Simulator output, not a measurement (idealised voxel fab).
process module | voxel transistor to metal
cross-section cut | 200 nm wide | cells 5 nm
A cross-section is a grid of square cells, given in bands from the top down. A band is one or more rows of cells.
Each band's line starts with the height of the band's top and of its bottom, in nm. Then come its materials from left to right, each with its width in nm. One material with "throughout" fills the band from edge to edge. "air" is empty space.
Height 0 is the level under which the wafer as received is all one material. The lowest band goes on downwards, as in "0 down".
A width such as "30 to 40" changes by the same amount from each row of cells to the next, from the band's top row to its bottom row.
"no change" after a step means that no cell of the cross-section changed.
closed voids: empty space of 8 cells or more with no open way to the top, each as width x height at its distance from the left edge, in nm
after a step's settings: what the simulator itself notes on the step
overlay nm, on a step with a mask: how far to the right of its planned place the mask lay; to the left if negative
plan
1 op RECEIVE | material Si
2 op CONFORMAL_DEP | material SiO2 | thk nm 5
3 op CONFORMAL_DEP | material SiN | thk nm 15
4 op MASKED_ETCH | tone cover | mask id ACTIVE | width nm 85 | etch materials SiN | depth nm 15 | overlay nm 0
5 op MASKED_ETCH | tone cover | mask id ACTIVE | width nm 85 | etch materials SiO2 | depth nm 5 | overlay nm 0
6 op MASKED_ETCH | tone cover | mask id ACTIVE | width nm 85 | etch materials Si | depth nm 25 | overlay nm 0
7 op OXIDIZE | depth nm 5
8 op FILL_DEP | material SiO2 | thk nm 15
9 op CMP | height nm 20
10 op SELECTIVE_ETCH | etch materials SiO2 | depth nm 10
11 op STRIP | etch materials SiN
12 op SELECTIVE_ETCH | etch materials SiO2 | depth nm 5
13 op OXIDIZE | depth nm 5
14 op DIRECTIONAL_DEP | material polySi | thk nm 30
15 op DIRECTIONAL_DEP | material SiCN | thk nm 15
16 op DIRECTIONAL_DEP | material aC | thk nm 10
17 op PATTERN | tone cover | mask id GATE | material resist | width nm 15 | thk nm 25 | overlay nm 0
18 op DIRECTIONAL_ETCH | etch materials aC | depth nm 10
19 op STRIP | etch materials resist
20 op DIRECTIONAL_ETCH | etch materials SiCN | depth nm 25
21 op DIRECTIONAL_ETCH | etch materials polySi | depth nm 40
22 op STRIP | etch materials aC
23 op CONFORMAL_DEP | material SiO2 | thk nm 5
24 op DIRECTIONAL_ETCH | etch materials SiO2 | depth nm 5
25 op CONFORMAL_DEP | material SiN | thk nm 10
26 op DIRECTIONAL_ETCH | etch materials SiN | depth nm 10
27 op DIRECTIONAL_ETCH | etch materials SiO2 | depth nm 5
28 op DIRECTIONAL_ETCH | etch materials Si | depth nm 15
29 op EPI | material nSi | thk nm 15
30 op FILL_DEP | material SiO2 | thk nm 5
31 op CMP | height nm 45
32 op DIRECTIONAL_DEP | material SiO2 | thk nm 10
33 op DIRECTIONAL_DEP | material aC | thk nm 10
34 op PATTERN | tone open | mask id CONTACT | material resist | width nm 15 | pitch nm 60 | thk nm 30 | overlay nm 0
35 op DIRECTIONAL_ETCH | etch materials aC | depth nm 10
36 op STRIP | etch materials resist
37 op DIRECTIONAL_ETCH | etch materials SiO2 | depth nm 45
38 op STRIP | etch materials aC
39 op CONFORMAL_DEP | material TiN | thk nm 5
40 op FILL_DEP | material W | thk nm 10
41 op CMP | height nm 55
42 op CONFORMAL_DEP | material SiCN | thk nm 5
43 op DIRECTIONAL_DEP | material SiO2 | thk nm 15
44 op PATTERN | tone open | mask id METAL_1 | material resist | width nm 15 | pitch nm 60 | thk nm 15 | overlay nm 0
45 op DIRECTIONAL_ETCH | etch materials SiO2 | depth nm 15
46 op DIRECTIONAL_ETCH | etch materials SiCN | depth nm 5
47 op STRIP | etch materials resist
48 op CONFORMAL_DEP | material TiN | thk nm 5
49 op FILL_DEP | material W | thk nm 10
50 op CMP | height nm 75
51 op CONFORMAL_DEP | material SiCN | thk nm 5
52 op DIRECTIONAL_DEP | material SiO2 | thk nm 25
53 op PATTERN | tone open | mask id METAL_2 | material resist | width nm 15 | pitch nm 60 | thk nm 20 | overlay nm 0
54 op DIRECTIONAL_ETCH | etch materials SiO2 | depth nm 15
55 op STRIP | etch materials resist
56 op PATTERN | tone open | mask id METAL_2_HOLES | material resist | width nm 15 | pitch nm 60 | thk nm 20 | overlay nm 0
57 op DIRECTIONAL_ETCH | etch materials SiO2 | depth nm 10
58 op DIRECTIONAL_ETCH | etch materials SiCN | depth nm 5
59 op STRIP | etch materials resist
60 op CONFORMAL_DEP | material TiN | thk nm 5
61 op FILL_DEP | material Ru | thk nm 5
62 op CMP | height nm 105
63 op CONFORMAL_DEP | material SiCN | thk nm 5
as received, after step 1
  0 down: Si throughout
  closed voids: none
first wafer at the end, as planned
  110 to 105: SiCN throughout
  105 to 80: SiO2 60 | TiN 5 | Ru 5 | TiN 5 | SiO2 45 | TiN 5 | Ru 5 | TiN 5 | SiO2 65
  80 to 75: SiCN 60 | TiN 15 | SiCN 45 | TiN 15 | SiCN 65
  75 to 60: SiO2 60 | TiN 5 | W 5 | TiN 5 | SiO2 45 | TiN 5 | W 5 | TiN 5 | SiO2 65
  60 to 55: SiCN 60 | TiN 15 | SiCN 45 | TiN 15 | SiCN 65
  55 to 45: SiO2 60 | TiN 5 | W 5 | TiN 5 | SiO2 45 | TiN 5 | W 5 | TiN 5 | SiO2 65
  45 to 30: SiO2 60 | TiN 5 | W 5 | TiN 5 | SiN 10 | SiO2 5 | SiCN 15 | SiO2 5 | SiN 10 | TiN 5 | W 5 | TiN 5 | SiO2 65
  30 to 15: SiO2 60 | TiN 5 | W 5 | TiN 5 | SiN 10 | SiO2 5 | polySi 15 | SiO2 5 | SiN 10 | TiN 5 | W 5 | TiN 5 | SiO2 65
  15 to 10: SiO2 60 | TiN 15 | SiN 10 | SiO2 5 | polySi 15 | SiO2 5 | SiN 10 | TiN 15 | SiO2 65
  10 to 5: SiO2 60 | nSi 15 | SiN 10 | SiO2 5 | polySi 15 | SiO2 5 | SiN 10 | nSi 15 | SiO2 65
  5 to 0: SiO2 55 | SiN 10 | nSi 10 | SiN 10 | SiO2 5 | polySi 15 | SiO2 5 | SiN 10 | nSi 10 | SiN 10 | SiO2 60
  0 to -5: SiO2 65 | nSi 10 | SiO2 45 | nSi 10 | SiO2 70
  -5 to -20: SiO2 60 | Si 5 | nSi 10 | Si 45 | nSi 10 | Si 5 | SiO2 65
  -20 to -30: SiO2 60 | Si 75 | SiO2 65
  -30 down: Si throughout
  closed voids: none
second wafer at the end: like start, like plan, one mistake
  110 to 105: SiCN throughout
  105 to 100: Ru throughout
  100 to 95: TiN 65 | Ru 5 | TiN 55 | Ru 5 | TiN 70
  95 to 90: SiO2 60 | TiN 15 | SiO2 45 | TiN 15 | SiO2 65
  90 to 80: SiO2 throughout
  80 to 75: SiCN throughout
  75 to 60: SiO2 60 | TiN 5 | W 5 | TiN 5 | SiO2 45 | TiN 5 | W 5 | TiN 5 | SiO2 65
  60 to 55: SiCN 60 | TiN 15 | SiCN 45 | TiN 15 | SiCN 65
  55 to 45: SiO2 60 | TiN 5 | W 5 | TiN 5 | SiO2 45 | TiN 5 | W 5 | TiN 5 | SiO2 65
  45 to 30: SiO2 60 | TiN 5 | W 5 | TiN 5 | SiN 10 | SiO2 5 | SiCN 15 | SiO2 5 | SiN 10 | TiN 5 | W 5 | TiN 5 | SiO2 65
  30 to 15: SiO2 60 | TiN 5 | W 5 | TiN 5 | SiN 10 | SiO2 5 | polySi 15 | SiO2 5 | SiN 10 | TiN 5 | W 5 | TiN 5 | SiO2 65
  15 to 10: SiO2 60 | TiN 15 | SiN 10 | SiO2 5 | polySi 15 | SiO2 5 | SiN 10 | TiN 15 | SiO2 65
  10 to 5: SiO2 60 | nSi 15 | SiN 10 | SiO2 5 | polySi 15 | SiO2 5 | SiN 10 | nSi 15 | SiO2 65
  5 to 0: SiO2 55 | SiN 10 | nSi 10 | SiN 10 | SiO2 5 | polySi 15 | SiO2 5 | SiN 10 | nSi 10 | SiN 10 | SiO2 60
  0 to -5: SiO2 65 | nSi 10 | SiO2 45 | nSi 10 | SiO2 70
  -5 to -20: SiO2 60 | Si 5 | nSi 10 | Si 45 | nSi 10 | Si 5 | SiO2 65
  -20 to -30: SiO2 60 | Si 75 | SiO2 65
  -30 down: Si throughout
  closed voids: none
what went wrong: step 56 ran as: op PATTERN | tone cover | mask id METAL_2_HOLES | material resist | width nm 15 | pitch nm 60 | thk nm 20 | overlay nm 0
at the end the second wafer has, in cells: 32 more of Ru | 6 more of SiCN | 56 fewer of SiO2 | 18 more of TiN
